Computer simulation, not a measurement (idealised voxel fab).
Title: Process Module voxel capacitor over wiring
The cross-section on display is named cut; it measures 160 nm wide, and its cells are 5 nm squares.
Cross-section = grid of square cells, listed top down in bands; band = one or more rows. Each band's line starts with the height of the band's top and of its bottom, in nm. Then come its materials from left to right, each with its width in nm. One material with "everywhere" fills the band from edge to edge. "blank" is empty space. Heights from 0 (as-received wafer is one material below). Bottom band endless downward, as "top 0, no bottom". Width "30..40": first value at the band's top row of cells, second value at its bottom row, equal change from row to row. Reading "no alterations made" for a step: not a cell of the cross-section changed in it. Under "Enclosed voids" you'll find the enclosed gaps, the ones with no way out to the top, that are 8 cells or bigger; each reads width x height at distance, with distance counted from the left edge, everything in nm. Heads up: the bit after the settings on a step's line is the simulator's remark on that step. overlay nm: where the mask lay relative to plan, measured to the right, on steps with a mask; negatives go left.

The process steps that were planned are listed below
1) op RECEIVE | material Si
2) op CONFORMAL_DEP | material SiO2 | thk nm 15
3) op DIRECTIONAL_DEP | material TiN | thk nm 5
4) op DIRECTIONAL_DEP | material W | thk nm 20
5) op DIRECTIONAL_DEP | material aC | thk nm 15
6) op PATTERN | tone cover | mask id METAL_1 | material resist | width nm 30 | pitch nm 95 | thk nm 30 | overlay nm 0
7) op DIRECTIONAL_ETCH | etch materials aC | depth nm 15
8) op STRIP | etch materials resist
9) op DIRECTIONAL_ETCH | etch materials W | depth nm 20
10) op DIRECTIONAL_ETCH | etch materials TiN | depth nm 5
11) op STRIP | etch materials aC
12) op FILL_DEP | material lowk | thk nm 10
13) op CMP | height nm 40
14) op CONFORMAL_DEP | material SiCN | thk nm 5
15) op DIRECTIONAL_DEP | material SiO2 | thk nm 20
16) op PATTERN | tone open | mask id PLUG_1 | material resist | width nm 15 | thk nm 15 | overlay nm 0
17) op DIRECTIONAL_ETCH | etch materials SiO2 | depth nm 20
18) op DIRECTIONAL_ETCH | etch materials SiCN | depth nm 5
19) op STRIP | etch materials resist
20) op CONFORMAL_DEP | material TiN | thk nm 5
21) op FILL_DEP | material Cu | thk nm 10
22) op CMP | height nm 65
23) op DIRECTIONAL_DEP | material TiN | thk nm 10
24) op DIRECTIONAL_DEP | material SiN | thk nm 5
25) op DIRECTIONAL_DEP | material TiN | thk nm 5
26) op PATTERN | tone cover | mask id UPPER_PLATE | material resist | width nm 70 | thk nm 15 | overlay nm 0
27) op DIRECTIONAL_ETCH | etch materials TiN | depth nm 5
28) op DIRECTIONAL_ETCH | etch materials SiN | depth nm 5
29) op STRIP | etch materials resist
30) op PATTERN | tone cover | mask id LOWER_PLATE | material resist | width nm 80 | thk nm 15 | overlay nm 0
31) op DIRECTIONAL_ETCH | etch materials TiN | depth nm 10
32) op STRIP | etch materials resist
33) op FILL_DEP | material SiO2 | thk nm 20
34) op CMP | height nm 100
35) op MASKED_ETCH | tone open | mask id PLUG_2 | width nm 15 | etch materials SiO2 | depth nm 15 | overlay nm 0
36) op CONFORMAL_DEP | material TiN | thk nm 5
37) op FILL_DEP | material Ru | thk nm 10
38) op CMP | height nm 100
39) op CONFORMAL_DEP | material SiCN | thk nm 5

As received (post step 1): cross-section
* top 0, no bottom = Si everywhere
* Enclosed voids: none

First wafer at the end, as planned
* top 105, bottom 100 = SiCN everywhere
* top 100, bottom 90 = 40 of SiO2; 5 of TiN; 5 of Ru; 5 of TiN; 105 of SiO2
* top 90, bottom 80 = 40..30 of SiO2; 15..70 of TiN; 105..60 of SiO2
* top 80, bottom 75 = 30 of SiO2; 70 of SiN; 60 of SiO2
* top 75, bottom 65 = 25 of SiO2; 80 of TiN; 55 of SiO2
* top 65, bottom 45 = 30 of SiO2; 5 of TiN; 5 of Cu; 5 of TiN; 115 of SiO2
* top 45, bottom 40 = 30 of SiCN; 15 of TiN; 115 of SiCN
* top 40, bottom 20 = 15 of lowk; 30 of W; 65 of lowk; 30 of W; 20 of lowk
* top 20, bottom 15 = 15 of lowk; 30 of TiN; 65 of lowk; 30 of TiN; 20 of lowk
* top 15, bottom 0 = SiO2 everywhere
* top 0, no bottom = Si everywhere
* Enclosed voids: none

Here's the second of our two wafers sectioned at module end. Same start as the first, same plan, but one mistake got made running it
* top 105, bottom 100 = SiCN everywhere
* top 100, bottom 90 = 40 of SiO2; 5 of TiN; 5 of Ru; 5 of TiN; 105 of SiO2
* top 90, bottom 80 = 40..30 of SiO2; 15..70 of TiN; 105..60 of SiO2
* top 80, bottom 75 = 30 of SiO2; 70 of SiN; 60 of SiO2
* top 75, bottom 65 = 25 of SiO2; 80 of TiN; 55 of SiO2
* top 65, bottom 45 = 30 of SiO2; 5 of TiN; 5 of Cu; 5 of TiN; 115 of SiO2
* top 45, bottom 40 = 30 of SiCN; 15 of TiN; 115 of SiCN
* top 40, bottom 35 = 15 of lowk; 30 of TiN; 65 of lowk; 30 of TiN; 20 of lowk
* top 35, bottom 15 = W everywhere
* top 15, bottom 0 = SiO2 everywhere
* top 0, no bottom = Si everywhere
* Enclosed voids: none
Heads up, the wafer didn't run the way we planned it: steps 3 and 4 got flipped, so each one ran where the other should have
In the final state, the cell counts of the second wafer exceed or fall short of those of the first for the following materials: +80 W; -80 lowk
